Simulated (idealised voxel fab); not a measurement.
Process module, titled voxel gate over fins
We display cut, a cross-section 145 nm in width whose square cells are each 5 nm.
Cross-section format: a grid of square cells, given as bands from top to bottom; each band is one or more rows of cells. Each band's line starts with the height of the band's top and of its bottom, in nm. Then come its materials from left to right, each with its width in nm. One material with "all across" fills the band from edge to edge. "empty" is empty space. Zero point of the height axis is 0; under it, received wafer = one material. Lowest band: continues down indefinitely, "0 down". You'd read "30 to 40" like this: the band's top row of cells is as wide as the first number, its bottom row is as wide as the second, and going down, every row changes width by the same amount as the row before did. "everything unchanged" -> step changed no cross-section cell. The entry "Enclosed void entries" lists the empty spaces that cover at least 8 cells and have no open path to the top. Each is written as width x height at distance, where the distance is measured from the left edge and all three values are in nm. If you see something after the settings on a step's line, that's the simulator's own remark about that step. On any step carrying a mask, the "overlay nm" setting, if present on the step's line, tells how far right of its planned place the mask lay; negative values point to the left.

# The process steps that were planned are listed below
1,RECEIVE (material Si)
2,CONFORMAL_DEP (material SiN; thk nm 5)
3,PATTERN (tone cover; mask id FINS; material resist; width nm 15; pitch nm 50; thk nm 15; overlay nm 0)
4,DIRECTIONAL_ETCH (etch materials SiN; depth nm 5)
5,DIRECTIONAL_ETCH (etch materials Si; depth nm 40)
6,STRIP (etch materials resist)
7,FILL_DEP (material SiO2; thk nm 15)
8,CMP (height nm 5)
9,PATTERN (tone open; mask id RAIL; material resist; width nm 15; thk nm 15; overlay nm 0)
10,DIRECTIONAL_ETCH (etch materials SiO2; depth nm 40)
11,STRIP (etch materials resist)
12,CONFORMAL_DEP (material TiN; thk nm 5)
13,FILL_DEP (material Ru; thk nm 5)
14,CMP (height nm 5)
15,SELECTIVE_ETCH (etch materials W Ru TiN; depth nm 20)
16,FILL_DEP (material SiO2; thk nm 5)
17,CMP (height nm 5)
18,SELECTIVE_ETCH (etch materials SiO2; depth nm 15)
19,STRIP (etch materials SiN)
20,CONFORMAL_DEP (material HfO2; thk nm 5)
21,CONFORMAL_DEP (material TiN; thk nm 5)
22,CONFORMAL_DEP (material TiAl; thk nm 5)
23,CONFORMAL_DEP (material TiN; thk nm 5)
24,FILL_DEP (material W; thk nm 15)
25,CMP (height nm 30)
26,CONFORMAL_DEP (material SiN; thk nm 10)
Among the wafers covered here, the point of difference is the thk nm at step 23; their starting state is shared, and the plan presents the value of the first wafer.

# First of several wafers, received after step 1, in cross-section
- 0 down = Si all across
- Enclosed void entries: none

# Below is a per-wafer table. In it, each row describes the wafer at the end of the module by giving, for each material, the number of cells gained (+) or lost (-) since the wafer was received, and after that the closed voids of the wafer
thk nm 5, +41 HfO2, +3 Ru, -160 Si, +58 SiN, +108 SiO2, +41 TiAl, +83 TiN, +58 W, Enclosed void entries: none
thk nm 10, +41 HfO2, +3 Ru, -160 Si, +58 SiN, +108 SiO2, +41 TiAl, +112 TiN, +29 W, Enclosed void entries: none
thk nm 15, +41 HfO2, +3 Ru, -160 Si, +58 SiN, +108 SiO2, +41 TiAl, +141 TiN, Enclosed void entries: none
thk nm 20, +41 HfO2, +3 Ru, -160 Si, +58 SiN, +108 SiO2, +41 TiAl, +141 TiN, Enclosed void entries: none
